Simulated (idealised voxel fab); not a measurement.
Process module name: voxel lift off
Shown is cross-section cut, with a width of 300 nm and square cells of size 5 nm.
Heads up, the way a cross-section reads in here is a grid of square cells, handed over as bands from the top down, with every band being one or more rows of cells.
The entry gives the band's vertical extent as a top height and a bottom height in nm, then its horizontal make-up as materials from left to right, each with a width in nm. "empty" stands for empty space; a single material marked "edge to edge" fills the band edge to edge.
Heads up on the height convention: 0 is the point under which the incoming wafer is all one material, and the lowest band has no bottom, it just keeps going down, like "0 down".
The width entry "30 to 40" should be interpreted row by row: the top row of cells in the band takes the first number, the bottom row takes the second number, and the change between adjacent rows is uniform throughout.
Basically "no change" means that step didn't change any cell in the cross-section.
In the "Entrapped voids" entry, you get each enclosed empty space of 8 cells or more, one with no open way to the top, written width x height at distance, distance from the left edge, in nm.
The remark found on a step's line after its settings is issued by the simulator itself and pertains to that step.
overlay nm: where the mask lay relative to plan, measured to the right, on steps with a mask; negatives go left.

Set out below are the planned steps of the process
1: RECEIVE, material Si
2: CONFORMAL_DEP, material SiN, thk nm 15
3: PATTERN, tone open, mask id LINES, material resist, width nm 30, pitch nm 60, thk nm 20, overlay nm 0
4: DIRECTIONAL_DEP, material Ru, thk nm 10
5: STRIP, etch materials resist
6: CONFORMAL_DEP, material SiCN, thk nm 10

Wafer at receipt (post step 1), cross-section
* 0 down  Si edge to edge
* Entrapped voids: none

Look at the cross-section after the module: the wafer started out the way shown above and the plan was the one shown above, yet one mistake was made along the way
* 25 to 15  75 empty, 30 Ru, 30 empty, 30 Ru, 30 empty, 30 Ru, 75 empty
* 15 to 0  SiN edge to edge
* 0 down  Si edge to edge
* Entrapped voids: none
what went wrong: the run left out plan step 6 entirely, so it was never executed
